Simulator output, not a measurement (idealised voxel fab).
process module | voxel released beams
cross-section cut | 220 nm wide | cells 5 nm
A cross-section is a grid of square cells, given in bands from the top down. A band is one or more rows of cells.
Each band's line starts with the height of the band's top and of its bottom, in nm. Then come its materials from left to right, each with its width in nm. One material with "throughout" fills the band from edge to edge. "air" is empty space.
Height 0 is the level under which the wafer as received is all one material. The lowest band goes on downwards, as in "0 down".
A width such as "30 to 40" changes by the same amount from each row of cells to the next, from the band's top row to its bottom row.
"no change" after a step means that no cell of the cross-section changed.
closed voids: empty space of 8 cells or more with no open way to the top, each as width x height at its distance from the left edge, in nm
after a step's settings: what the simulator itself notes on the step
overlay nm, on a step with a mask: how far to the right of its planned place the mask lay; to the left if negative
plan
1 op RECEIVE | material Si
2 op CONFORMAL_DEP | material Al2O3 | thk nm 10
3 op DIRECTIONAL_DEP | material SiO2 | thk nm 20
4 op DIRECTIONAL_DEP | material aC | thk nm 10
5 op PATTERN | tone open | mask id ANCHOR | material resist | width nm 45 | thk nm 25 | overlay nm 0
6 op DIRECTIONAL_ETCH | etch materials aC | depth nm 10
7 op STRIP | etch materials resist
8 op DIRECTIONAL_ETCH | etch materials SiO2 | depth nm 20
9 op STRIP | etch materials aC
10 op CONFORMAL_DEP | material polySi | thk nm 15
11 op PATTERN | tone cover | mask id BEAM | material resist | width nm 130 | thk nm 15 | overlay nm 0
12 op DIRECTIONAL_ETCH | etch materials polySi | depth nm 15
13 op STRIP | etch materials resist
14 op STRIP | etch materials SiO2
as received, after step 1
  0 down: Si throughout
  closed voids: none
first wafer at the end, as planned
  45 to 30: air 40 | polySi 20 | air 15 | polySi 95 | air 50
  30 to 25: air 45 | polySi 15 | air 15 | polySi 15 | air 130
  25 to 10: air 45 | polySi 45 | air 130
  10 to 0: Al2O3 throughout
  0 down: Si throughout
  closed voids: none
second wafer at the end: like start, like plan, one mistake
  45 to 30: air 50 | polySi 10 | air 15 | polySi 105 | air 40
  30 to 25: air 45 | polySi 15 | air 15 | polySi 15 | air 130
  25 to 10: air 45 | polySi 45 | air 130
  10 to 0: Al2O3 throughout
  0 down: Si throughout
  closed voids: none
what went wrong: step 11 ran as: op PATTERN | tone cover | mask id BEAM | material resist | width nm 130 | thk nm 15 | overlay nm 10
at the end the second wafer has, in cells: as many of each material as the first, in other places
